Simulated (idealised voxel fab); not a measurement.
process module | voxel gate over fins
cross-section cut | 150 nm wide | cells 5 nm
A cross-section is a grid of square cells, given in bands from the top down. A band is one or more rows of cells.
Each band's line starts with the height of the band's top and of its bottom, in nm. Then come its materials from left to right, each with its width in nm. One material with "throughout" fills the band from edge to edge. "air" is empty space.
Height 0 is the level under which the wafer as received is all one material. The lowest band goes on downwards, as in "0 down".
A width such as "30 to 40" changes by the same amount from each row of cells to the next, from the band's top row to its bottom row.
"no change" after a step means that no cell of the cross-section changed.
closed voids: empty space of 8 cells or more with no open way to the top, each as width x height at its distance from the left edge, in nm
after a step's settings: what the simulator itself notes on the step
overlay nm, on a step with a mask: how far to the right of its planned place the mask lay; to the left if negative
plan
1 op RECEIVE | material Si
2 op CONFORMAL_DEP | material SiN | thk nm 5
3 op DIRECTIONAL_DEP | material aC | thk nm 10
4 op PATTERN | tone cover | mask id FINS | material resist | width nm 15 | pitch nm 40 | thk nm 25 | overlay nm 0
5 op DIRECTIONAL_ETCH | etch materials aC | depth nm 10
6 op STRIP | etch materials resist
7 op DIRECTIONAL_ETCH | etch materials SiN | depth nm 5
8 op DIRECTIONAL_ETCH | etch materials Si | depth nm 30
9 op STRIP | etch materials aC
10 op FILL_DEP | material SiO2 | thk nm 10
11 op CMP | height nm 5
12 op SELECTIVE_ETCH | etch materials SiO2 | depth nm 15
13 op STRIP | etch materials SiN
14 op CONFORMAL_DEP | material HfO2 | thk nm 5
15 op CONFORMAL_DEP | material TiN | thk nm 5
16 op FILL_DEP | material W | thk nm 10
17 op CMP | height nm 15
18 op CONFORMAL_DEP | material SiN | thk nm 5
as received, after step 1
  0 down: Si throughout
  closed voids: none
first wafer at the end, as planned
  20 to 15: SiN throughout
  15 to 10: W throughout
  10 to 5: W 35 | TiN 35 | W 5 | TiN 35 | W 40
  5 to 0: W 35 | TiN 5 | HfO2 25 | TiN 5 | W 5 | TiN 5 | HfO2 25 | TiN 5 | W 40
  0 to -5: TiN 40 | HfO2 5 | Si 15 | HfO2 5 | TiN 15 | HfO2 5 | Si 15 | HfO2 5 | TiN 45
  -5 to -10: HfO2 45 | Si 15 | HfO2 25 | Si 15 | HfO2 50
  -10 to -30: SiO2 45 | Si 15 | SiO2 25 | Si 15 | SiO2 50
  -30 down: Si throughout
  closed voids: none
second wafer at the end: like start, like plan, one mistake
  20 to 15: SiN throughout
  15 to 10: TiN throughout
  10 to 5: HfO2 50 | TiN 5 | HfO2 35 | TiN 5 | HfO2 55
  5 to 0: aC 45 | HfO2 15 | aC 25 | HfO2 15 | aC 50
  0 to -30: aC 45 | Si 15 | aC 25 | Si 15 | aC 50
  -30 down: Si throughout
  closed voids: none
what went wrong: step 10 ran as: op FILL_DEP | material aC | thk nm 10
at the end the second wafer has, in cells: 4 fewer of HfO2 | 96 fewer of SiO2 | 6 fewer of TiN | 62 fewer of W | 168 more of aC
